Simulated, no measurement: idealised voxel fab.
A process module follows: voxel capacitor over wiring.
Displayed cross-section: cut, width of 145 nm, square cells sized 5 nm.
Heads up, the way a cross-section reads in here is a grid of square cells, handed over as bands from the top down, with every band being one or more rows of cells.
Look at the band entry: it leads with the top's height and the bottom's height in nm. Then it lists the materials left to right, with a width in nm for each. The word "everywhere" on a single material says that material fills the band edge to edge. The word "empty" is empty space.
Heads up on the height convention: 0 is the point under which the incoming wafer is all one material, and the lowest band has no bottom, it just keeps going down, like "0 and below".
A width given as "30->40" starts at the first number in the band's top row and ends at the second number in its bottom row, shifting by an equal amount at every step from row to row.
"nothing different" after a step means that no cell of the cross-section changed.
You'll see "Entrapped voids" listing empty spaces that have no way open to the top, as long as they're 8 cells or more; the notation is width x height at distance, where the distance is from the left edge, and all of it is in nm.
Text after the settings on a step's line: the simulator's own remark on that step.
Each step line may optionally specify "overlay nm", which for a step with a mask gives the rightward distance between the mask's planned place and where it lay, a negative value indicating the leftward direction.

-- This section lists the process steps that were planned
step 1: RECEIVE (material Si)
step 2: CONFORMAL_DEP (material SiO2; thk nm 15)
step 3: CONFORMAL_DEP (material SiN; thk nm 5)
step 4: DIRECTIONAL_DEP (material SiO2; thk nm 15)
step 5: MASKED_ETCH (tone open; mask id METAL_1; width nm 25; pitch nm 75; etch materials SiO2; depth nm 15; overlay nm 0)
step 6: MASKED_ETCH (tone open; mask id METAL_1; width nm 25; pitch nm 75; etch materials SiN; depth nm 5; overlay nm 0)
step 7: CONFORMAL_DEP (material TiN; thk nm 5)
step 8: FILL_DEP (material Ru; thk nm 10)
step 9: CMP (height nm 35)
step 10: CONFORMAL_DEP (material SiCN; thk nm 5)
step 11: DIRECTIONAL_DEP (material lowk; thk nm 15)
step 12: PATTERN (tone open; mask id PLUG_1; material resist; width nm 15; thk nm 15; overlay nm 0)
step 13: DIRECTIONAL_ETCH (etch materials lowk; depth nm 15)
step 14: DIRECTIONAL_ETCH (etch materials SiCN; depth nm 5)
step 15: STRIP (etch materials resist)
step 16: EPI (material Ru; thk nm 10)
step 17: EPI (material Ru; thk nm 10)
step 18: DIRECTIONAL_DEP (material TiN; thk nm 5)
step 19: DIRECTIONAL_DEP (material HfO2; thk nm 5)
step 20: DIRECTIONAL_DEP (material TiN; thk nm 10)
step 21: DIRECTIONAL_DEP (material aC; thk nm 15)
step 22: PATTERN (tone cover; mask id UPPER_PLATE; material resist; width nm 55; thk nm 30; overlay nm 0)
step 23: DIRECTIONAL_ETCH (etch materials aC; depth nm 15)
step 24: STRIP (etch materials resist)
step 25: DIRECTIONAL_ETCH (etch materials TiN; depth nm 10)
step 26: DIRECTIONAL_ETCH (etch materials HfO2; depth nm 5)
step 27: STRIP (etch materials aC)
step 28: MASKED_ETCH (tone cover; mask id LOWER_PLATE; width nm 65; etch materials TiN; depth nm 5; overlay nm 0)
step 29: FILL_DEP (material SiO2; thk nm 15)
step 30: CMP (height nm 85)
step 31: MASKED_ETCH (tone open; mask id PLUG_2; width nm 15; etch materials SiO2; depth nm 10; overlay nm 0)
step 32: CONFORMAL_DEP (material TiN; thk nm 5)
step 33: FILL_DEP (material W; thk nm 5)
step 34: CMP (height nm 85)
step 35: CONFORMAL_DEP (material SiN; thk nm 5)

-- Cross-section of the wafer upon arrival, representing the state reached after step 1
> 0 and below: Si everywhere
> Entrapped voids: none

-- Here's the cross-section of the first of our two wafers at the end of the module - it ran as planned
> 90 down to 85: SiN everywhere
> 85 down to 80: 40 nm SiO2  5 nm TiN  5 nm W  5 nm TiN  90 nm SiO2
> 80 down to 75: 40 nm SiO2  15 nm TiN  90 nm SiO2
> 75 down to 65: 30 nm SiO2  55 nm TiN  60 nm SiO2
> 65 down to 60: 30 nm SiO2  55 nm HfO2  60 nm SiO2
> 60 down to 55: 25 nm SiO2  65 nm TiN  55 nm SiO2
> 55 down to 40: 30 nm lowk  15 nm Ru  100 nm lowk
> 40 down to 35: 30 nm SiCN  15 nm Ru  100 nm SiCN
> 35 down to 20: 20 nm SiO2  5 nm TiN  15 nm Ru  5 nm TiN  50 nm SiO2  5 nm TiN  15 nm Ru  5 nm TiN  25 nm SiO2
> 20 down to 15: 20 nm SiN  25 nm TiN  50 nm SiN  25 nm TiN  25 nm SiN
> 15 down to 0: SiO2 everywhere
> 0 and below: Si everywhere
> Entrapped voids: none

-- Cross-section of the latter of the two wafers at module completion. It had an identical start and an identical plan to the former; in running it, one mistake was made
> 90 down to 85: SiN everywhere
> 85 down to 80: 40 nm SiO2  5 nm TiN  5 nm SiN  5 nm TiN  90 nm SiO2
> 80 down to 75: 40 nm SiO2  15 nm TiN  90 nm SiO2
> 75 down to 65: 30 nm SiO2  55 nm TiN  60 nm SiO2
> 65 down to 60: 30 nm SiO2  55 nm HfO2  60 nm SiO2
> 60 down to 55: 25 nm SiO2  65 nm TiN  55 nm SiO2
> 55 down to 40: 30 nm lowk  15 nm Ru  100 nm lowk
> 40 down to 35: 30 nm SiCN  15 nm Ru  100 nm SiCN
> 35 down to 20: 20 nm SiO2  5 nm TiN  15 nm Ru  5 nm TiN  50 nm SiO2  5 nm TiN  15 nm Ru  5 nm TiN  25 nm SiO2
> 20 down to 15: 20 nm SiN  25 nm TiN  50 nm SiN  25 nm TiN  25 nm SiN
> 15 down to 0: SiO2 everywhere
> 0 and below: Si everywhere
> Entrapped voids: none
Want to know what went wrong? heads up, step 33 didn't go per plan, it actually ran as FILL_DEP (material SiN; thk nm 5)
Looking at both finished wafers in cells, the second ends up ahead of or behind the first on some materials: SiN +1, W -1
